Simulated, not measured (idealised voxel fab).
process module | voxel tone inversion
cross-section cut | 230 nm wide | cells 5 nm
A cross-section is a grid of square cells, given in bands from the top down. A band is one or more rows of cells.
Each band's line starts with the height of the band's top and of its bottom, in nm. Then come its materials from left to right, each with its width in nm. One material with "throughout" fills the band from edge to edge. "air" is empty space.
Height 0 is the level under which the wafer as received is all one material. The lowest band goes on downwards, as in "0 down".
A width such as "30 to 40" changes by the same amount from each row of cells to the next, from the band's top row to its bottom row.
"no change" after a step means that no cell of the cross-section changed.
closed voids: empty space of 8 cells or more with no open way to the top, each as width x height at its distance from the left edge, in nm
after a step's settings: what the simulator itself notes on the step
overlay nm, on a step with a mask: how far to the right of its planned place the mask lay; to the left if negative
plan
1 op RECEIVE | material Si
2 op CONFORMAL_DEP | material SiN | thk nm 10
3 op DIRECTIONAL_DEP | material aC | thk nm 25
4 op PATTERN | tone cover | mask id POSTS | material resist | width nm 20 | pitch nm 35 | thk nm 35 | overlay nm 0
5 op DIRECTIONAL_ETCH | etch materials aC | depth nm 25
6 op STRIP | etch materials resist
7 op FILL_DEP | material lowk | thk nm 10
8 op CMP | height nm 35
9 op STRIP | etch materials aC
first wafer, as planned
as received, after step 1
  0 down: Si throughout
  closed voids: none
after step 2
  10 to 0: SiN throughout
  below 0: unchanged
after step 3
  35 to 10: aC throughout
  below 10: unchanged
after step 4
  70 to 35: air 70 | resist 20 | air 15 | resist 20 | air 15 | resist 20 | air 70
  below 35: unchanged
after step 5
  45 to 35: air 70 | resist 20 | air 15 | resist 20 | air 15 | resist 20 | air 70
  35 to 10: air 70 | aC 20 | air 15 | aC 20 | air 15 | aC 20 | air 70
  below 10: unchanged
after step 6
  35 to 10: air 70 | aC 20 | air 15 | aC 20 | air 15 | aC 20 | air 70
  below 10: unchanged
after step 7
  45 to 35: lowk throughout
  35 to 10: lowk 70 | aC 20 | lowk 15 | aC 20 | lowk 15 | aC 20 | lowk 70
  below 10: unchanged
after step 8
  35 to 10: lowk 70 | aC 20 | lowk 15 | aC 20 | lowk 15 | aC 20 | lowk 70
  below 10: unchanged
after step 9
  35 to 10: lowk 70 | air 20 | lowk 15 | air 20 | lowk 15 | air 20 | lowk 70
  below 10: unchanged
second wafer: like start, like plan, one mistake. Through step 3 it matches the first wafer
when step 4 should have ended
  70 to 35: air 75 | resist 15 | air 20 | resist 15 | air 20 | resist 15 | air 70
  below 35: unchanged
when step 5 should have ended
  45 to 35: air 75 | resist 15 | air 20 | resist 15 | air 20 | resist 15 | air 70
  35 to 10: air 75 | aC 15 | air 20 | aC 15 | air 20 | aC 15 | air 70
  below 10: unchanged
when step 6 should have ended
  35 to 10: air 75 | aC 15 | air 20 | aC 15 | air 20 | aC 15 | air 70
  below 10: unchanged
when step 7 should have ended
  45 to 35: lowk throughout
  35 to 10: lowk 75 | aC 15 | lowk 20 | aC 15 | lowk 20 | aC 15 | lowk 70
  below 10: unchanged
when step 8 should have ended
  35 to 10: lowk 75 | aC 15 | lowk 20 | aC 15 | lowk 20 | aC 15 | lowk 70
  below 10: unchanged
when step 9 should have ended
  35 to 10: lowk 75 | air 15 | lowk 20 | air 15 | lowk 20 | air 15 | lowk 70
  below 10: unchanged
what went wrong: step 4 ran as: op PATTERN | tone cover | mask id POSTS | material resist | width nm 15 | pitch nm 35 | thk nm 35 | overlay nm 0
at the end the second wafer has, in cells: 15 more of lowk
